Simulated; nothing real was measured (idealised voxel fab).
Process module, titled voxel double patterning
Cross-sectional view cut (width: 180 nm; square cell size: 5 nm).
This document writes a cross-section as a grid whose cells are square, and gives it as bands, listed from the top down; one or more rows of cells form a band.
This entry defines a band. It first specifies the height of the band's top and the height of its bottom in nm, and then specifies the band's materials from left to right, stating each material with its width in nm. The word "all across" identifies a single material that fills the band from edge to edge, while the word "empty" identifies empty space.
Heights are reckoned from 0. Under this level, the received wafer is all of one material. The bottommost band is open-ended downward, for example "top 0, no bottom".
Note: "30..40" means the width goes from the first number (top row of the band) to the second number (bottom row) in equal steps per row of cells.
Take "no change occurred" at face value: in the step it is given for, the cross-section changed in none of its cells.
What "Enclosed void list" gives you is every empty space of 8 cells or more that is cut off from the top. Each appears as width x height at distance, with the distance taken from the left edge and width, height and distance all in nm.
Anything after a step's settings on that line? It's the simulator's own note about the step.
overlay nm: step with mask; distance mask lay right of planned place; negative value = left of planned place.

Here's what the planned process steps look like:
1. RECEIVE | material Si
2. CONFORMAL_DEP | material SiO2 | thk nm 10
3. DIRECTIONAL_DEP | material polySi | thk nm 10
4. DIRECTIONAL_DEP | material SiCN | thk nm 5
5. MASKED_ETCH | tone open | mask id FIRST | width nm 15 | pitch nm 50 | etch materials SiCN | depth nm 5 | overlay nm 0
6. MASKED_ETCH | tone open | mask id SECOND | width nm 15 | etch materials SiCN | depth nm 5 | overlay nm 0
7. DIRECTIONAL_ETCH | etch materials polySi | depth nm 10
8. STRIP | etch materials SiCN

Cross-section, incoming material, after step 1:
top 0, no bottom | Si all across
Enclosed void list: none

End-of-module XS, first of two wafers, run as planned:
top 20, bottom 10 | polySi 55  empty 15  polySi 10  empty 15  polySi 10  empty 15  polySi 60
top 10, bottom 0 | SiO2 all across
top 0, no bottom | Si all across
Enclosed void list: none

Here's the second of our two wafers sectioned at module end. Same start as the first, same plan, but one mistake got made running it:
top 15, bottom 10 | polySi 55  empty 15  polySi 10  empty 15  polySi 10  empty 15  polySi 60
top 10, bottom 0 | SiO2 all across
top 0, no bottom | Si all across
Enclosed void list: none
Heads up, the wafer didn't run the way we planned it: step 3 was processed under conditions differing from the plan, specifically as DIRECTIONAL_DEP | material polySi | thk nm 5
Final cells, second wafer relative to first, materials higher or lower: -27 polySi
